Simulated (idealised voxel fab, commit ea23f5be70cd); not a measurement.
Process module name: voxel double patterning
We display cut, a cross-section 155 nm in width whose square cells are each 5 nm.
A cross-section in this document is a grid of square cells, and it is written down as bands, the top band listed before the ones below it; a band is made up of one or more rows of cells.
What a band's entry tells you: where the top is and where the bottom is, as heights in nm, and after that what lies inside, material by material from left to right, each with its width in nm. Empty space is written as the word "blank", and a single material marked with the word "edge to edge" occupies the band from edge to edge.
Height reference: 0 = level under which incoming wafer is all one material. Lowest band: no bottom, runs on downward, e.g. "0 -> down".
Width spec "30->40" -> top row of cells at first value, bottom row at second value, equal per-row change in between.
The designation "remained the same", where it is given for a processing step, indicates that no cell of the cross-section was altered in the course of that step.
Each empty space that has no open way to the top and spans at least 8 cells appears under "Enclosed cavity list" as width x height at distance, the distance counted from the left edge, all in nm.
Text after the settings on a step's line: the simulator's own remark on that step.
overlay nm: mask offset rightward from planned place, masked step; negative means leftward offset.
If you're wondering how to read the rest of this, here's the deal. It's pairs of cross-sections: one from before a process step, one from after it. The after one is only drawn as far down as the lowest band that changed. Right under each pair you'll see which step sits between them and what its settings were. Don't read the pairs as one continuous story, though. They can come from different runs of this module on the same starting wafer, and a pair only carries on from the one above it where its entry headed "Pre-step snapshot" says so.
Pre-step snapshot
0 -> down: Si edge to edge
Enclosed cavity list: none
Cut View, Post-Step
10 -> 0: SiO2 edge to edge
All layers under 0 are left as they were.
Enclosed cavity list: none
The structure goes from the before cross-section above to the after cross-section through CONFORMAL_DEP,material SiO2,thk nm 10
Pre-step snapshot: look at the pair above, its after cross-section is where this step starts.
Cut View, Post-Step
25 -> 10: polySi edge to edge
All layers under 10 are left as they were.
Enclosed cavity list: none
The structure goes from the before cross-section above to the after cross-section through DIRECTIONAL_DEP,material polySi,thk nm 15
Pre-step snapshot: look at the pair above, its after cross-section is where this step starts.
Cut View, Post-Step
35 -> 25: SiCN edge to edge
All layers under 25 are left as they were.
Enclosed cavity list: none
The structure goes from the before cross-section above to the after cross-section through DIRECTIONAL_DEP,material SiCN,thk nm 10
Pre-step snapshot: look at the pair above, its after cross-section is where this step starts.
Cut View, Post-Step
35 -> 25: 20 nm SiCN; 15 nm blank; 35 nm SiCN; 15 nm blank; 35 nm SiCN; 15 nm blank; 20 nm SiCN
All layers under 25 are left as they were.
Enclosed cavity list: none
The structure goes from the before cross-section above to the after cross-section through MASKED_ETCH,tone open,mask id FIRST,width nm 15,pitch nm 50,etch materials SiCN,depth nm 10,overlay nm 0
Pre-step snapshot: look at the pair above, its after cross-section is where this step starts.
Cut View, Post-Step
35 -> 25: 20 nm SiCN; 15 nm blank; 10 nm SiCN; 15 nm blank; 10 nm SiCN; 15 nm blank; 10 nm SiCN; 15 nm blank; 10 nm SiCN; 15 nm blank; 20 nm SiCN
All layers under 25 are left as they were.
Enclosed cavity list: none
The structure goes from the before cross-section above to the after cross-section through MASKED_ETCH,tone open,mask id SECOND,width nm 15,pitch nm 50,etch materials SiCN,depth nm 10,overlay nm 0
Pre-step snapshot: look at the pair above, its after cross-section is where this step starts.
Cut View, Post-Step
35 -> 25: 20 nm SiCN; 15 nm blank; 10 nm SiCN; 15 nm blank; 10 nm SiCN; 15 nm blank; 10 nm SiCN; 15 nm blank; 10 nm SiCN; 15 nm blank; 20 nm SiCN
25 -> 10: 20 nm polySi; 15 nm blank; 10 nm polySi; 15 nm blank; 10 nm polySi; 15 nm blank; 10 nm polySi; 15 nm blank; 10 nm polySi; 15 nm blank; 20 nm polySi
All layers under 10 are left as they were.
Enclosed cavity list: none
The structure goes from the before cross-section above to the after cross-section through DIRECTIONAL_ETCH,etch materials polySi,depth nm 15
Pre-step snapshot: look at the pair above, its after cross-section is where this step starts.
Cut View, Post-Step
25 -> 10: 20 nm polySi; 15 nm blank; 10 nm polySi; 15 nm blank; 10 nm polySi; 15 nm blank; 10 nm polySi; 15 nm blank; 10 nm polySi; 15 nm blank; 20 nm polySi
All layers under 10 are left as they were.
Enclosed cavity list: none
The structure goes from the before cross-section above to the after cross-section through STRIP,etch materials SiCN
Pre-step snapshot
25 -> 10: polySi edge to edge
10 -> 0: SiO2 edge to edge
0 -> down: Si edge to edge
Enclosed cavity list: none
Cut View, Post-Step
40 -> 10: polySi edge to edge
All layers under 10 are left as they were.
Enclosed cavity list: none
The structure goes from the before cross-section above to the after cross-section through DIRECTIONAL_DEP,material polySi,thk nm 15
Pre-step snapshot: look at the pair above, its after cross-section is where this step starts.
Cut View, Post-Step
50 -> 40: SiCN edge to edge
All layers under 40 are left as they were.
Enclosed cavity list: none
The structure goes from the before cross-section above to the after cross-section through DIRECTIONAL_DEP,material SiCN,thk nm 10
Pre-step snapshot: look at the pair above, its after cross-section is where this step starts.
Cut View, Post-Step
50 -> 40: 20 nm SiCN; 15 nm blank; 35 nm SiCN; 15 nm blank; 35 nm SiCN; 15 nm blank; 20 nm SiCN
All layers under 40 are left as they were.
Enclosed cavity list: none
The structure goes from the before cross-section above to the after cross-section through MASKED_ETCH,tone open,mask id FIRST,width nm 15,pitch nm 50,etch materials SiCN,depth nm 10,overlay nm 0
Pre-step snapshot: look at the pair above, its after cross-section is where this step starts.
Cut View, Post-Step
50 -> 40: 20 nm SiCN; 15 nm blank; 10 nm SiCN; 15 nm blank; 10 nm SiCN; 15 nm blank; 10 nm SiCN; 15 nm blank; 10 nm SiCN; 15 nm blank; 20 nm SiCN
All layers under 40 are left as they were.
Enclosed cavity list: none
The structure goes from the before cross-section above to the after cross-section through MASKED_ETCH,tone open,mask id SECOND,width nm 15,pitch nm 50,etch materials SiCN,depth nm 10,overlay nm 0
Pre-step snapshot: look at the pair above, its after cross-section is where this step starts.
Cut View, Post-Step
50 -> 40: 20 nm SiCN; 15 nm blank; 10 nm SiCN; 15 nm blank; 10 nm SiCN; 15 nm blank; 10 nm SiCN; 15 nm blank; 10 nm SiCN; 15 nm blank; 20 nm SiCN
40 -> 25: 20 nm polySi; 15 nm blank; 10 nm polySi; 15 nm blank; 10 nm polySi; 15 nm blank; 10 nm polySi; 15 nm blank; 10 nm polySi; 15 nm blank; 20 nm polySi
All layers under 25 are left as they were.
Enclosed cavity list: none
The structure goes from the before cross-section above to the after cross-section through DIRECTIONAL_ETCH,etch materials polySi,depth nm 15
Pre-step snapshot: look at the pair above, its after cross-section is where this step starts.
Cut View, Post-Step
40 -> 25: 20 nm polySi; 15 nm blank; 10 nm polySi; 15 nm blank; 10 nm polySi; 15 nm blank; 10 nm polySi; 15 nm blank; 10 nm polySi; 15 nm blank; 20 nm polySi
All layers under 25 are left as they were.
Enclosed cavity list: none
The structure goes from the before cross-section above to the after cross-section through STRIP,etch materials SiCN
Pre-step snapshot
0 -> down: Si edge to edge
Enclosed cavity list: none
Cut View, Post-Step
15 -> 0: polySi edge to edge
All layers under 0 are left as they were.
Enclosed cavity list: none
The structure goes from the before cross-section above to the after cross-section through DIRECTIONAL_DEP,material polySi,thk nm 15
Pre-step snapshot: look at the pair above, its after cross-section is where this step starts.
Cut View, Post-Step
25 -> 15: SiO2 edge to edge
All layers under 15 are left as they were.
Enclosed cavity list: none
The structure goes from the before cross-section above to the after cross-section through CONFORMAL_DEP,material SiO2,thk nm 10
Pre-step snapshot: look at the pair above, its after cross-section is where this step starts.
Cut View, Post-Step
35 -> 25: SiCN edge to edge
All layers under 25 are left as they were.
Enclosed cavity list: none
The structure goes from the before cross-section above to the after cross-section through DIRECTIONAL_DEP,material SiCN,thk nm 10
Pre-step snapshot: look at the pair above, its after cross-section is where this step starts.
Cut View, Post-Step
35 -> 25: 20 nm SiCN; 15 nm blank; 35 nm SiCN; 15 nm blank; 35 nm SiCN; 15 nm blank; 20 nm SiCN
All layers under 25 are left as they were.
Enclosed cavity list: none
The structure goes from the before cross-section above to the after cross-section through MASKED_ETCH,tone open,mask id FIRST,width nm 15,pitch nm 50,etch materials SiCN,depth nm 10,overlay nm 0
Pre-step snapshot: look at the pair above, its after cross-section is where this step starts.
Cut View, Post-Step
35 -> 25: 20 nm SiCN; 15 nm blank; 10 nm SiCN; 15 nm blank; 10 nm SiCN; 15 nm blank; 10 nm SiCN; 15 nm blank; 10 nm SiCN; 15 nm blank; 20 nm SiCN
All layers under 25 are left as they were.
Enclosed cavity list: none
The structure goes from the before cross-section above to the after cross-section through MASKED_ETCH,tone open,mask id SECOND,width nm 15,pitch nm 50,etch materials SiCN,depth nm 10,overlay nm 0
Pre-step snapshot: look at the pair above, its after cross-section is where this step starts.
Cut View, Post-Step
25 -> 15: SiO2 edge to edge
All layers under 15 are left as they were.
Enclosed cavity list: none
The structure goes from the before cross-section above to the after cross-section through STRIP,etch materials SiCN
Pre-step snapshot
0 -> down: Si edge to edge
Enclosed cavity list: none
Cut View, Post-Step
15 -> 0: SiO2 edge to edge
All layers under 0 are left as they were.
Enclosed cavity list: none
The structure goes from the before cross-section above to the after cross-section through CONFORMAL_DEP,material SiO2,thk nm 15
Pre-step snapshot: look at the pair above, its after cross-section is where this step starts.
Cut View, Post-Step
30 -> 15: polySi edge to edge
All layers under 15 are left as they were.
Enclosed cavity list: none
The structure goes from the before cross-section above to the after cross-section through DIRECTIONAL_DEP,material polySi,thk nm 15
Pre-step snapshot: look at the pair above, its after cross-section is where this step starts.
Cut View, Post-Step
40 -> 30: SiCN edge to edge
All layers under 30 are left as they were.
Enclosed cavity list: none
The structure goes from the before cross-section above to the after cross-section through DIRECTIONAL_DEP,material SiCN,thk nm 10
Pre-step snapshot: look at the pair above, its after cross-section is where this step starts.
Cut View, Post-Step
40 -> 30: 20 nm SiCN; 15 nm blank; 35 nm SiCN; 15 nm blank; 35 nm SiCN; 15 nm blank; 20 nm SiCN
All layers under 30 are left as they were.
Enclosed cavity list: none
The structure goes from the before cross-section above to the after cross-section through MASKED_ETCH,tone open,mask id FIRST,width nm 15,pitch nm 50,etch materials SiCN,depth nm 10,overlay nm 0
Pre-step snapshot: look at the pair above, its after cross-section is where this step starts.
Cut View, Post-Step
40 -> 30: 20 nm SiCN; 15 nm blank; 10 nm SiCN; 15 nm blank; 10 nm SiCN; 15 nm blank; 10 nm SiCN; 15 nm blank; 10 nm SiCN; 15 nm blank; 20 nm SiCN
All layers under 30 are left as they were.
Enclosed cavity list: none
The structure goes from the before cross-section above to the after cross-section through MASKED_ETCH,tone open,mask id SECOND,width nm 15,pitch nm 50,etch materials SiCN,depth nm 10,overlay nm 0
Pre-step snapshot: look at the pair above, its after cross-section is where this step starts.
Cut View, Post-Step
40 -> 30: 20 nm SiCN; 15 nm blank; 10 nm SiCN; 15 nm blank; 10 nm SiCN; 15 nm blank; 10 nm SiCN; 15 nm blank; 10 nm SiCN; 15 nm blank; 20 nm SiCN
30 -> 15: 20 nm polySi; 15 nm blank; 10 nm polySi; 15 nm blank; 10 nm polySi; 15 nm blank; 10 nm polySi; 15 nm blank; 10 nm polySi; 15 nm blank; 20 nm polySi
All layers under 15 are left as they were.
Enclosed cavity list: none
The structure goes from the before cross-section above to the after cross-section through DIRECTIONAL_ETCH,etch materials polySi,depth nm 15
Pre-step snapshot: look at the pair above, its after cross-section is where this step starts.
Cut View, Post-Step
30 -> 15: 20 nm polySi; 15 nm blank; 10 nm polySi; 15 nm blank; 10 nm polySi; 15 nm blank; 10 nm polySi; 15 nm blank; 10 nm polySi; 15 nm blank; 20 nm polySi
All layers under 15 are left as they were.
Enclosed cavity list: none
The structure goes from the before cross-section above to the after cross-section through STRIP,etch materials SiCN
Pre-step snapshot
35 -> 25: SiCN edge to edge
25 -> 10: polySi edge to edge
10 -> 0: SiO2 edge to edge
0 -> down: Si edge to edge
Enclosed cavity list: none
Cut View, Post-Step
35 -> 25: 15 nm SiCN; 25 nm blank; 25 nm SiCN; 25 nm blank; 25 nm SiCN; 25 nm blank; 15 nm SiCN
All layers under 25 are left as they were.
Enclosed cavity list: none
The structure goes from the before cross-section above to the after cross-section through MASKED_ETCH,tone open,mask id FIRST,width nm 25,pitch nm 50,etch materials SiCN,depth nm 10,overlay nm 0
Pre-step snapshot: look at the pair above, its after cross-section is where this step starts.
Cut View, Post-Step
35 -> 25: 15 nm SiCN; 25 nm blank; 5 nm SiCN; 15 nm blank; 5 nm SiCN; 25 nm blank; 5 nm SiCN; 15 nm blank; 5 nm SiCN; 25 nm blank; 15 nm SiCN
All layers under 25 are left as they were.
Enclosed cavity list: none
The structure goes from the before cross-section above to the after cross-section through MASKED_ETCH,tone open,mask id SECOND,width nm 15,pitch nm 50,etch materials SiCN,depth nm 10,overlay nm 0
Pre-step snapshot: look at the pair above, its after cross-section is where this step starts.
Cut View, Post-Step
35 -> 25: 15 nm SiCN; 25 nm blank; 5 nm SiCN; 15 nm blank; 5 nm SiCN; 25 nm blank; 5 nm SiCN; 15 nm blank; 5 nm SiCN; 25 nm blank; 15 nm SiCN
25 -> 10: 15 nm polySi; 25 nm blank; 5 nm polySi; 15 nm blank; 5 nm polySi; 25 nm blank; 5 nm polySi; 15 nm blank; 5 nm polySi; 25 nm blank; 15 nm polySi
All layers under 10 are left as they were.
Enclosed cavity list: none
The structure goes from the before cross-section above to the after cross-section through DIRECTIONAL_ETCH,etch materials polySi,depth nm 15
Pre-step snapshot: look at the pair above, its after cross-section is where this step starts.
Cut View, Post-Step
25 -> 10: 15 nm polySi; 25 nm blank; 5 nm polySi; 15 nm blank; 5 nm polySi; 25 nm blank; 5 nm polySi; 15 nm blank; 5 nm polySi; 25 nm blank; 15 nm polySi
All layers under 10 are left as they were.
Enclosed cavity list: none
The structure goes from the before cross-section above to the after cross-section through STRIP,etch materials SiCN
Pre-step snapshot
35 -> 25: 20 nm SiCN; 15 nm blank; 35 nm SiCN; 15 nm blank; 35 nm SiCN; 15 nm blank; 20 nm SiCN
25 -> 10: polySi edge to edge
10 -> 0: SiO2 edge to edge
0 -> down: Si edge to edge
Enclosed cavity list: none
Cut View, Post-Step
35 -> 25: 20 nm SiCN; 15 nm blank; 20 nm SiCN; 30 nm blank; 20 nm SiCN; 30 nm blank; 20 nm SiCN
All layers under 25 are left as they were.
Enclosed cavity list: none
The structure goes from the before cross-section above to the after cross-section through MASKED_ETCH,tone open,mask id SECOND,width nm 15,pitch nm 50,etch materials SiCN,depth nm 10,overlay nm 10
Pre-step snapshot: look at the pair above, its after cross-section is where this step starts.
Cut View, Post-Step
35 -> 25: 20 nm SiCN; 15 nm blank; 20 nm SiCN; 30 nm blank; 20 nm SiCN; 30 nm blank; 20 nm SiCN
25 -> 10: 20 nm polySi; 15 nm blank; 20 nm polySi; 30 nm blank; 20 nm polySi; 30 nm blank; 20 nm polySi
All layers under 10 are left as they were.
Enclosed cavity list: none
The structure goes from the before cross-section above to the after cross-section through DIRECTIONAL_ETCH,etch materials polySi,depth nm 15
Pre-step snapshot: look at the pair above, its after cross-section is where this step starts.
Cut View, Post-Step
25 -> 10: 20 nm polySi; 15 nm blank; 20 nm polySi; 30 nm blank; 20 nm polySi; 30 nm blank; 20 nm polySi
All layers under 10 are left as they were.
Enclosed cavity list: none
The structure goes from the before cross-section above to the after cross-section through STRIP,etch materials SiCN
Pre-step snapshot
10 -> 0: SiO2 edge to edge
0 -> down: Si edge to edge
Enclosed cavity list: none
Cut View, Post-Step
25 -> 0: SiO2 edge to edge
All layers under 0 are left as they were.
Enclosed cavity list: none
The structure goes from the before cross-section above to the after cross-section through DIRECTIONAL_DEP,material SiO2,thk nm 15
Pre-step snapshot: look at the pair above, its after cross-section is where this step starts.
Cut View, Post-Step
35 -> 25: SiCN edge to edge
All layers under 25 are left as they were.
Enclosed cavity list: none
The structure goes from the before cross-section above to the after cross-section through DIRECTIONAL_DEP,material SiCN,thk nm 10
Pre-step snapshot: look at the pair above, its after cross-section is where this step starts.
Cut View, Post-Step
35 -> 25: 20 nm SiCN; 15 nm blank; 35 nm SiCN; 15 nm blank; 35 nm SiCN; 15 nm blank; 20 nm SiCN
All layers under 25 are left as they were.
Enclosed cavity list: none
The structure goes from the before cross-section above to the after cross-section through MASKED_ETCH,tone open,mask id FIRST,width nm 15,pitch nm 50,etch materials SiCN,depth nm 10,overlay nm 0
Pre-step snapshot: look at the pair above, its after cross-section is where this step starts.
Cut View, Post-Step
35 -> 25: 20 nm SiCN; 15 nm blank; 10 nm SiCN; 15 nm blank; 10 nm SiCN; 15 nm blank; 10 nm SiCN; 15 nm blank; 10 nm SiCN; 15 nm blank; 20 nm SiCN
All layers under 25 are left as they were.
Enclosed cavity list: none
The structure goes from the before cross-section above to the after cross-section through MASKED_ETCH,tone open,mask id SECOND,width nm 15,pitch nm 50,etch materials SiCN,depth nm 10,overlay nm 0
Pre-step snapshot: look at the pair above, its after cross-section is where this step starts.
Cut View, Post-Step
25 -> 0: SiO2 edge to edge
All layers under 0 are left as they were.
Enclosed cavity list: none
The structure goes from the before cross-section above to the after cross-section through STRIP,etch materials SiCN
Pre-step snapshot
35 -> 25: SiCN edge to edge
25 -> 10: polySi edge to edge
10 -> 0: SiO2 edge to edge
0 -> down: Si edge to edge
Enclosed cavity list: none
Cut View, Post-Step
35 -> 25: 20 nm blank; 15 nm SiCN; 35 nm blank; 15 nm SiCN; 35 nm blank; 15 nm SiCN; 20 nm blank
All layers under 25 are left as they were.
Enclosed cavity list: none
The structure goes from the before cross-section above to the after cross-section through MASKED_ETCH,tone cover,mask id FIRST,width nm 15,pitch nm 50,etch materials SiCN,depth nm 10,overlay nm 0
Pre-step snapshot: look at the pair above, its after cross-section is where this step starts.
Cut View, Post-Step
35 -> 25: 20 nm blank; 15 nm SiCN; 35 nm blank; 15 nm SiCN; 35 nm blank; 15 nm SiCN; 20 nm blank
25 -> 10: 20 nm blank; 15 nm polySi; 35 nm blank; 15 nm polySi; 35 nm blank; 15 nm polySi; 20 nm blank
All layers under 10 are left as they were.
Enclosed cavity list: none
The structure goes from the before cross-section above to the after cross-section through DIRECTIONAL_ETCH,etch materials polySi,depth nm 15
Pre-step snapshot: look at the pair above, its after cross-section is where this step starts.
Cut View, Post-Step
25 -> 10: 20 nm blank; 15 nm polySi; 35 nm blank; 15 nm polySi; 35 nm blank; 15 nm polySi; 20 nm blank
All layers under 10 are left as they were.
Enclosed cavity list: none
The structure goes from the before cross-section above to the after cross-section through STRIP,etch materials SiCN
